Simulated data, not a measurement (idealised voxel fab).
process module | voxel self aligned vias
cross-section cut | 240 nm wide | cells 5 nm
A cross-section is a grid of square cells, given in bands from the top down. A band is one or more rows of cells.
Each band's line starts with the height of the band's top and of its bottom, in nm. Then come its materials from left to right, each with its width in nm. One material with "throughout" fills the band from edge to edge. "air" is empty space.
Height 0 is the level under which the wafer as received is all one material. The lowest band goes on downwards, as in "0 down".
A width such as "30 to 40" changes by the same amount from each row of cells to the next, from the band's top row to its bottom row.
"no change" after a step means that no cell of the cross-section changed.
closed voids: empty space of 8 cells or more with no open way to the top, each as width x height at its distance from the left edge, in nm
after a step's settings: what the simulator itself notes on the step
overlay nm, on a step with a mask: how far to the right of its planned place the mask lay; to the left if negative
plan
1 op RECEIVE | material Si
2 op CONFORMAL_DEP | material SiO2 | thk nm 10
3 op CONFORMAL_DEP | material SiCN | thk nm 5
4 op DIRECTIONAL_DEP | material lowk | thk nm 25
5 op PATTERN | tone open | mask id LINES | material resist | width nm 25 | pitch nm 60 | thk nm 20 | overlay nm 0
6 op DIRECTIONAL_ETCH | etch materials lowk | depth nm 25
7 op STRIP | etch materials resist
8 op CONFORMAL_DEP | material TiN | thk nm 5
9 op FILL_DEP | material W | thk nm 5
10 op CMP | height nm 40
11 op SELECTIVE_ETCH | etch materials W Ru TiN | depth nm 10
12 op FILL_DEP | material SiN | thk nm 10
13 op CMP | height nm 40
14 op DIRECTIONAL_DEP | material lowk | thk nm 20
15 op DIRECTIONAL_DEP | material aC | thk nm 10
16 op PATTERN | tone open | mask id VIAS | material resist | width nm 45 | pitch nm 120 | thk nm 30 | overlay nm 0
17 op DIRECTIONAL_ETCH | etch materials aC | depth nm 10
18 op STRIP | etch materials resist
19 op DIRECTIONAL_ETCH | etch materials lowk | depth nm 20
20 op DIRECTIONAL_ETCH | etch materials SiN | depth nm 10
21 op STRIP | etch materials aC
22 op CONFORMAL_DEP | material TiN | thk nm 5
23 op FILL_DEP | material Cu | thk nm 5
24 op CMP | height nm 60
25 op CONFORMAL_DEP | material SiN | thk nm 5
first wafer, as planned
as received, after step 1
  0 down: Si throughout
  closed voids: none
after step 2
  10 to 0: SiO2 throughout
  below 0: unchanged
after step 3
  15 to 10: SiCN throughout
  below 10: unchanged
after step 4
  40 to 15: lowk throughout
  below 15: unchanged
after step 5
  60 to 40: resist 45 | air 25 | resist 35 | air 25 | resist 35 | air 25 | resist 50
  below 40: unchanged
after step 6
  60 to 40: resist 45 | air 25 | resist 35 | air 25 | resist 35 | air 25 | resist 50
  40 to 15: lowk 45 | air 25 | lowk 35 | air 25 | lowk 35 | air 25 | lowk 50
  below 15: unchanged
after step 7
  40 to 15: lowk 45 | air 25 | lowk 35 | air 25 | lowk 35 | air 25 | lowk 50
  below 15: unchanged
after step 8
  45 to 40: TiN 50 | air 15 | TiN 45 | air 15 | TiN 45 | air 15 | TiN 55
  40 to 20: lowk 45 | TiN 5 | air 15 | TiN 5 | lowk 35 | TiN 5 | air 15 | TiN 5 | lowk 35 | TiN 5 | air 15 | TiN 5 | lowk 50
  20 to 15: lowk 45 | TiN 25 | lowk 35 | TiN 25 | lowk 35 | TiN 25 | lowk 50
  below 15: unchanged
after step 9
  50 to 45: W throughout
  45 to 40: TiN 50 | W 15 | TiN 45 | W 15 | TiN 45 | W 15 | TiN 55
  40 to 20: lowk 45 | TiN 5 | W 15 | TiN 5 | lowk 35 | TiN 5 | W 15 | TiN 5 | lowk 35 | TiN 5 | W 15 | TiN 5 | lowk 50
  below 20: unchanged
after step 10
  40 to 20: lowk 45 | TiN 5 | W 15 | TiN 5 | lowk 35 | TiN 5 | W 15 | TiN 5 | lowk 35 | TiN 5 | W 15 | TiN 5 | lowk 50
  below 20: unchanged
after step 11
  40 to 30: lowk 45 | air 25 | lowk 35 | air 25 | lowk 35 | air 25 | lowk 50
  below 30: unchanged
after step 12
  50 to 40: SiN throughout
  40 to 30: lowk 45 | SiN 25 | lowk 35 | SiN 25 | lowk 35 | SiN 25 | lowk 50
  below 30: unchanged
after step 13
  40 to 30: lowk 45 | SiN 25 | lowk 35 | SiN 25 | lowk 35 | SiN 25 | lowk 50
  below 30: unchanged
after step 14
  60 to 40: lowk throughout
  below 40: unchanged
after step 15
  70 to 60: aC throughout
  below 60: unchanged
after step 16
  100 to 70: resist 35 | air 45 | resist 75 | air 45 | resist 40
  below 70: unchanged
after step 17
  90 to 70: resist 35 | air 45 | resist 75 | air 45 | resist 40
  70 to 60: aC 35 | air 45 | aC 75 | air 45 | aC 40
  below 60: unchanged
after step 18
  70 to 60: aC 35 | air 45 | aC 75 | air 45 | aC 40
  below 60: unchanged
after step 19
  70 to 60: aC 35 | air 45 | aC 75 | air 45 | aC 40
  60 to 40: lowk 35 | air 45 | lowk 75 | air 45 | lowk 40
  below 40: unchanged
after step 20
  70 to 60: aC 35 | air 45 | aC 75 | air 45 | aC 40
  60 to 40: lowk 35 | air 45 | lowk 75 | air 45 | lowk 40
  40 to 30: lowk 45 | air 25 | lowk 35 | SiN 25 | lowk 35 | air 25 | lowk 50
  below 30: unchanged
after step 21
  60 to 40: lowk 35 | air 45 | lowk 75 | air 45 | lowk 40
  below 40: unchanged
after step 22
  65 to 60: TiN 40 | air 35 | TiN 85 | air 35 | TiN 45
  60 to 45: lowk 35 | TiN 5 | air 35 | TiN 5 | lowk 75 | TiN 5 | air 35 | TiN 5 | lowk 40
  45 to 40: lowk 35 | TiN 15 | air 15 | TiN 15 | lowk 75 | TiN 15 | air 15 | TiN 15 | lowk 40
  40 to 35: lowk 45 | TiN 5 | air 15 | TiN 5 | lowk 35 | SiN 25 | lowk 35 | TiN 5 | air 15 | TiN 5 | lowk 50
  35 to 30: lowk 45 | TiN 25 | lowk 35 | SiN 25 | lowk 35 | TiN 25 | lowk 50
  below 30: unchanged
after step 23
  70 to 65: Cu throughout
  65 to 60: TiN 40 | Cu 35 | TiN 85 | Cu 35 | TiN 45
  60 to 45: lowk 35 | TiN 5 | Cu 35 | TiN 5 | lowk 75 | TiN 5 | Cu 35 | TiN 5 | lowk 40
  45 to 40: lowk 35 | TiN 15 | Cu 15 | TiN 15 | lowk 75 | TiN 15 | Cu 15 | TiN 15 | lowk 40
  40 to 35: lowk 45 | TiN 5 | Cu 15 | TiN 5 | lowk 35 | SiN 25 | lowk 35 | TiN 5 | Cu 15 | TiN 5 | lowk 50
  below 35: unchanged
after step 24
  60 to 45: lowk 35 | TiN 5 | Cu 35 | TiN 5 | lowk 75 | TiN 5 | Cu 35 | TiN 5 | lowk 40
  below 45: unchanged
after step 25
  65 to 60: SiN throughout
  below 60: unchanged
second wafer: like start, like plan, one mistake. Through step 24 it matches the first wafer
when step 25 should have ended
  75 to 60: SiN throughout
  below 60: unchanged
what went wrong: step 25 ran as: op CONFORMAL_DEP | material SiN | thk nm 15
at the end the second wafer has, in cells: 96 more of SiN
